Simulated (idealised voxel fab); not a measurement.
process module | voxel spacer lines
cross-section cut | 295 nm wide | cells 5 nm
A cross-section is a grid of square cells, given in bands from the top down. A band is one or more rows of cells.
Each band's line starts with the height of the band's top and of its bottom, in nm. Then come its materials from left to right, each with its width in nm. One material with "throughout" fills the band from edge to edge. "air" is empty space.
Height 0 is the level under which the wafer as received is all one material. The lowest band goes on downwards, as in "0 down".
A width such as "30 to 40" changes by the same amount from each row of cells to the next, from the band's top row to its bottom row.
"no change" after a step means that no cell of the cross-section changed.
closed voids: empty space of 8 cells or more with no open way to the top, each as width x height at its distance from the left edge, in nm
after a step's settings: what the simulator itself notes on the step
overlay nm, on a step with a mask: how far to the right of its planned place the mask lay; to the left if negative
plan
1 op RECEIVE | material Si
2 op CONFORMAL_DEP | material Al2O3 | thk nm 5
3 op DIRECTIONAL_DEP | material SiN | thk nm 15
4 op DIRECTIONAL_DEP | material aC | thk nm 20
5 op PATTERN | tone cover | mask id MANDREL | material resist | width nm 15 | pitch nm 60 | thk nm 25 | overlay nm 0
6 op DIRECTIONAL_ETCH | etch materials aC | depth nm 20
7 op STRIP | etch materials resist
8 op CONFORMAL_DEP | material SiO2 | thk nm 15
9 op DIRECTIONAL_ETCH | etch materials SiO2 | depth nm 15
10 op STRIP | etch materials aC
11 op DIRECTIONAL_ETCH | etch materials SiN | depth nm 15
12 op STRIP | etch materials SiO2
13 op FILL_DEP | material SiO2 | thk nm 10
14 op CMP | height nm 20
as received, after step 1
  0 down: Si throughout
  closed voids: none
a wafer at the end: this start, this plan, one mistake
  20 to 5: SiO2 95 | SiN 15 | SiO2 20 | SiN 15 | SiO2 10 | SiN 15 | SiO2 20 | SiN 15 | SiO2 90
  5 to 0: Al2O3 throughout
  0 down: Si throughout
  closed voids: none
what went wrong: step 5 ran as: op PATTERN | tone cover | mask id MANDREL | material resist | width nm 20 | pitch nm 60 | thk nm 25 | overlay nm 0
